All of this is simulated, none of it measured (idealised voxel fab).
The following process module bears the name voxel capacitor over wiring.
Section shown: cut. Width: 290 nm. Cell size: 5 nm, square.
Throughout this document, each cross-section is represented as a grid of square cells and is presented as a sequence of bands enumerated from the top downward, where a band comprises one or more rows of cells. First you get the band's top height and its bottom height, in nm, and then the materials it's made of, left to right, with each width in nm. If you see a single material with "throughout", that one covers the band edge to edge. "blank" is empty space. Beneath 0, the wafer as received is one material, and that level is where height counting begins. The lowest band goes on downward without a bottom; it is written like "0 down". When a width is written as two numbers, as in "30..40", the first number is the width in the top row of cells of the band and the second is the width in its bottom row, and the width changes by the same amount from each row to the next. You'll sometimes find "no modification" written for a step, and that's the way of saying that nowhere in the cross-section did a cell change during that step. "Sealed internal voids" - sealed voids, min. 8 cells, no opening to top; format: width x height at distance (distance from left edge; nm throughout). Heads up: the bit after the settings on a step's line is the simulator's remark on that step. The optional step-line setting "overlay nm" applies to steps with a mask and quantifies how far to the right of its planned location the mask lay, a negative value indicating leftward placement.

### Below is the list of planned process steps
- 1: RECEIVE,material Si
- 2: CONFORMAL_DEP,material SiO2,thk nm 10
- 3: CONFORMAL_DEP,material SiCN,thk nm 5
- 4: DIRECTIONAL_DEP,material SiO2,thk nm 20
- 5: MASKED_ETCH,tone open,mask id METAL_1,width nm 20,pitch nm 80,etch materials SiO2,depth nm 20,overlay nm 0
- 6: MASKED_ETCH,tone open,mask id METAL_1,width nm 20,pitch nm 80,etch materials SiCN,depth nm 5,overlay nm 0
- 7: CONFORMAL_DEP,material TiN,thk nm 5
- 8: FILL_DEP,material Cu,thk nm 5
- 9: CMP,height nm 35
- 10: EPI,material Ru,thk nm 5
- 11: FILL_DEP,material SiCN,thk nm 5
- 12: DIRECTIONAL_DEP,material lowk,thk nm 10
- 13: MASKED_ETCH,tone open,mask id PLUG_1,width nm 15,etch materials lowk,depth nm 10,overlay nm 0
- 14: MASKED_ETCH,tone open,mask id PLUG_1,width nm 15,etch materials SiCN,depth nm 5,overlay nm 0
- 15: CONFORMAL_DEP,material TiN,thk nm 5
- 16: FILL_DEP,material Ru,thk nm 5
- 17: CMP,height nm 55
- 18: DIRECTIONAL_DEP,material TiN,thk nm 5
- 19: DIRECTIONAL_DEP,material Al2O3,thk nm 5
- 20: DIRECTIONAL_DEP,material TiN,thk nm 5
- 21: MASKED_ETCH,tone cover,mask id UPPER_PLATE,width nm 65,etch materials TiN,depth nm 5,overlay nm 0
- 22: MASKED_ETCH,tone cover,mask id UPPER_PLATE,width nm 65,etch materials Al2O3,depth nm 5,overlay nm 0
- 23: MASKED_ETCH,tone cover,mask id LOWER_PLATE,width nm 75,etch materials TiN,depth nm 5,overlay nm 0
- 24: FILL_DEP,material SiO2,thk nm 15
- 25: CMP,height nm 80
- 26: MASKED_ETCH,tone open,mask id PLUG_2,width nm 15,etch materials SiO2,depth nm 10,overlay nm 0
- 27: CONFORMAL_DEP,material TiN,thk nm 5
- 28: FILL_DEP,material Cu,thk nm 5
- 29: CMP,height nm 80
- 30: CONFORMAL_DEP,material SiN,thk nm 5

### First of two wafers - as planned

### The cross-section here shows the wafer as received, i.e. in its state after step 1
    0 down = Si throughout
    Sealed internal voids: none

### You're looking at a cross-section of the wafer after step 2
    10 to 0 = SiO2 throughout
    At heights below 0, the structure remains unaltered.

### You're looking at a cross-section of the wafer after step 3
    15 to 10 = SiCN throughout
    At heights below 10, the structure remains unaltered.

### You're looking at a cross-section of the wafer after step 4
    35 to 15 = SiO2 throughout
    At heights below 15, the structure remains unaltered.

### You're looking at a cross-section of the wafer after step 5
    35 to 15 = SiO2: 95 | blank: 20 | SiO2: 60 | blank: 20 | SiO2: 95
    At heights below 15, the structure remains unaltered.

### You're looking at a cross-section of the wafer after step 6
    35 to 15 = SiO2: 95 | blank: 20 | SiO2: 60 | blank: 20 | SiO2: 95
    15 to 10 = SiCN: 95 | blank: 20 | SiCN: 60 | blank: 20 | SiCN: 95
    At heights below 10, the structure remains unaltered.

### You're looking at a cross-section of the wafer after step 7
    40 to 35 = TiN: 100 | blank: 10 | TiN: 70 | blank: 10 | TiN: 100
    35 to 15 = SiO2: 95 | TiN: 5 | blank: 10 | TiN: 5 | SiO2: 60 | TiN: 5 | blank: 10 | TiN: 5 | SiO2: 95
    15 to 10 = SiCN: 95 | TiN: 20 | SiCN: 60 | TiN: 20 | SiCN: 95
    At heights below 10, the structure remains unaltered.

### You're looking at a cross-section of the wafer after step 8
    45 to 40 = Cu throughout
    40 to 35 = TiN: 100 | Cu: 10 | TiN: 70 | Cu: 10 | TiN: 100
    35 to 15 = SiO2: 95 | TiN: 5 | Cu: 10 | TiN: 5 | SiO2: 60 | TiN: 5 | Cu: 10 | TiN: 5 | SiO2: 95
    At heights below 15, the structure remains unaltered.

### You're looking at a cross-section of the wafer after step 9
    35 to 15 = SiO2: 95 | TiN: 5 | Cu: 10 | TiN: 5 | SiO2: 60 | TiN: 5 | Cu: 10 | TiN: 5 | SiO2: 95
    At heights below 15, the structure remains unaltered.

### You're looking at a cross-section of the wafer after step 10
    40 to 35 = blank: 90 | Ru: 30 | blank: 50 | Ru: 30 | blank: 90
    At heights below 35, the structure remains unaltered.

### You're looking at a cross-section of the wafer after step 11
    45 to 40 = SiCN throughout
    40 to 35 = SiCN: 90 | Ru: 30 | SiCN: 50 | Ru: 30 | SiCN: 90
    At heights below 35, the structure remains unaltered.

### You're looking at a cross-section of the wafer after step 12
    55 to 45 = lowk throughout
    At heights below 45, the structure remains unaltered.

### You're looking at a cross-section of the wafer after step 13
    55 to 45 = lowk: 100 | blank: 15 | lowk: 175
    At heights below 45, the structure remains unaltered.

### You're looking at a cross-section of the wafer after step 14
    55 to 45 = lowk: 100 | blank: 15 | lowk: 175
    45 to 40 = SiCN: 100 | blank: 15 | SiCN: 175
    At heights below 40, the structure remains unaltered.

### You're looking at a cross-section of the wafer after step 15
    60 to 55 = TiN: 105 | blank: 5 | TiN: 180
    55 to 45 = lowk: 100 | TiN: 5 | blank: 5 | TiN: 5 | lowk: 175
    45 to 40 = SiCN: 100 | TiN: 15 | SiCN: 175
    At heights below 40, the structure remains unaltered.

### You're looking at a cross-section of the wafer after step 16
    65 to 60 = Ru throughout
    60 to 55 = TiN: 105 | Ru: 5 | TiN: 180
    55 to 45 = lowk: 100 | TiN: 5 | Ru: 5 | TiN: 5 | lowk: 175
    At heights below 45, the structure remains unaltered.

### You're looking at a cross-section of the wafer after step 17
    55 to 45 = lowk: 100 | TiN: 5 | Ru: 5 | TiN: 5 | lowk: 175
    At heights below 45, the structure remains unaltered.

### You're looking at a cross-section of the wafer after step 18
    60 to 55 = TiN throughout
    At heights below 55, the structure remains unaltered.

### You're looking at a cross-section of the wafer after step 19
    65 to 60 = Al2O3 throughout
    At heights below 60, the structure remains unaltered.

### You're looking at a cross-section of the wafer after step 20
    70 to 65 = TiN throughout
    At heights below 65, the structure remains unaltered.

### You're looking at a cross-section of the wafer after step 21
    70 to 65 = blank: 100 | TiN: 65 | blank: 125
    At heights below 65, the structure remains unaltered.

### You're looking at a cross-section of the wafer after step 22
    70 to 65 = blank: 100 | TiN: 65 | blank: 125
    65 to 60 = blank: 100 | Al2O3: 65 | blank: 125
    At heights below 60, the structure remains unaltered.

### You're looking at a cross-section of the wafer after step 23
    70 to 65 = blank: 100 | TiN: 65 | blank: 125
    65 to 60 = blank: 100 | Al2O3: 65 | blank: 125
    60 to 55 = blank: 95 | TiN: 75 | blank: 120
    At heights below 55, the structure remains unaltered.

### You're looking at a cross-section of the wafer after step 24
    85 to 70 = SiO2 throughout
    70 to 65 = SiO2: 100 | TiN: 65 | SiO2: 125
    65 to 60 = SiO2: 100 | Al2O3: 65 | SiO2: 125
    60 to 55 = SiO2: 95 | TiN: 75 | SiO2: 120
    At heights below 55, the structure remains unaltered.

### You're looking at a cross-section of the wafer after step 25
    80 to 70 = SiO2 throughout
    At heights below 70, the structure remains unaltered.

### You're looking at a cross-section of the wafer after step 26
    80 to 70 = SiO2: 110 | blank: 15 | SiO2: 165
    At heights below 70, the structure remains unaltered.

### You're looking at a cross-section of the wafer after step 27
    85 to 80 = TiN: 115 | blank: 5 | TiN: 170
    80 to 75 = SiO2: 110 | TiN: 5 | blank: 5 | TiN: 5 | SiO2: 165
    75 to 65 = SiO2: 110..100 | TiN: 15..65 | SiO2: 165..125
    At heights below 65, the structure remains unaltered.

### You're looking at a cross-section of the wafer after step 28
    90 to 85 = Cu throughout
    85 to 80 = TiN: 115 | Cu: 5 | TiN: 170
    80 to 75 = SiO2: 110 | TiN: 5 | Cu: 5 | TiN: 5 | SiO2: 165
    At heights below 75, the structure remains unaltered.

### You're looking at a cross-section of the wafer after step 29
    80 to 75 = SiO2: 110 | TiN: 5 | Cu: 5 | TiN: 5 | SiO2: 165
    At heights below 75, the structure remains unaltered.

### You're looking at a cross-section of the wafer after step 30
    85 to 80 = SiN throughout
    At heights below 80, the structure remains unaltered.

### What follows concerns the second wafer, which started out like the first and was meant to follow the very same plan; one mistake crept in when it was run, but everything up to and including step 24 is the same as for the first wafer

### Cross-section: second wafer, time at which step 25 was scheduled to end
    75 to 70 = SiO2 throughout
    At heights below 70, the structure remains unaltered.

### Cross-section: second wafer, time at which step 26 was scheduled to end
    75 to 70 = SiO2: 110 | blank: 15 | SiO2: 165
    At heights below 70, the structure remains unaltered.

### Cross-section: second wafer, time at which step 27 was scheduled to end
    80 to 75 = TiN: 115 | blank: 5 | TiN: 170
    75 to 65 = SiO2: 110..100 | TiN: 15..65 | SiO2: 165..125
    At heights below 65, the structure remains unaltered.

### Cross-section: second wafer, time at which step 28 was scheduled to end
    85 to 80 = Cu throughout
    80 to 75 = TiN: 115 | Cu: 5 | TiN: 170
    At heights below 75, the structure remains unaltered.

### Cross-section: second wafer, time at which step 29 was scheduled to end
    80 to 75 = TiN: 115 | Cu: 5 | TiN: 170
    At heights below 75, the structure remains unaltered.

### Cross-section: second wafer, time at which step 30 was scheduled to end
    85 to 80 = SiN throughout
    At heights below 80, the structure remains unaltered.
Short version of what went wrong: contrary to plan, step 25 was performed as CMP,height nm 75
Wrapping up, a cell-based count of both wafers puts the second over or under the first for these materials: 55 fewer of SiO2; 55 more of TiN
